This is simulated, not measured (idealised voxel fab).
process module | voxel released beams
cross-section cut | 245 nm wide | cells 5 nm
A cross-section is a grid of square cells, given in bands from the top down. A band is one or more rows of cells.
Each band's line starts with the height of the band's top and of its bottom, in nm. Then come its materials from left to right, each with its width in nm. One material with "throughout" fills the band from edge to edge. "air" is empty space.
Height 0 is the level under which the wafer as received is all one material. The lowest band goes on downwards, as in "0 down".
A width such as "30 to 40" changes by the same amount from each row of cells to the next, from the band's top row to its bottom row.
"no change" after a step means that no cell of the cross-section changed.
closed voids: empty space of 8 cells or more with no open way to the top, each as width x height at its distance from the left edge, in nm
after a step's settings: what the simulator itself notes on the step
overlay nm, on a step with a mask: how far to the right of its planned place the mask lay; to the left if negative
plan
1 op RECEIVE | material Si
2 op CONFORMAL_DEP | material SiN | thk nm 5
3 op DIRECTIONAL_DEP | material SiO2 | thk nm 10
4 op DIRECTIONAL_DEP | material aC | thk nm 15
5 op PATTERN | tone open | mask id ANCHOR | material resist | width nm 35 | thk nm 35 | overlay nm 0
6 op DIRECTIONAL_ETCH | etch materials aC | depth nm 15
7 op STRIP | etch materials resist
8 op DIRECTIONAL_ETCH | etch materials SiO2 | depth nm 10
9 op STRIP | etch materials aC
10 op CONFORMAL_DEP | material polySi | thk nm 15
11 op PATTERN | tone cover | mask id BEAM | material resist | width nm 100 | thk nm 15 | overlay nm 0
12 op DIRECTIONAL_ETCH | etch materials polySi | depth nm 15
13 op STRIP | etch materials resist
14 op STRIP | etch materials SiO2
varied across the wafers: width nm of step 11. The plan shows the first wafer's value. All wafers start alike
first wafer as received, after step 1
  0 down: Si throughout
  closed voids: none
each wafer at the end: cells of each material gained (+) or lost (-) since it was received, then its closed voids
width nm 100 | +49 SiN | +72 polySi | closed voids: none
width nm 105 | +49 SiN | +75 polySi | closed voids: none
width nm 110 | +49 SiN | +78 polySi | closed voids: none
width nm 115 | +49 SiN | +81 polySi | closed voids: none
width nm 120 | +49 SiN | +84 polySi | closed voids: none
width nm 125 | +49 SiN | +87 polySi | closed voids: none
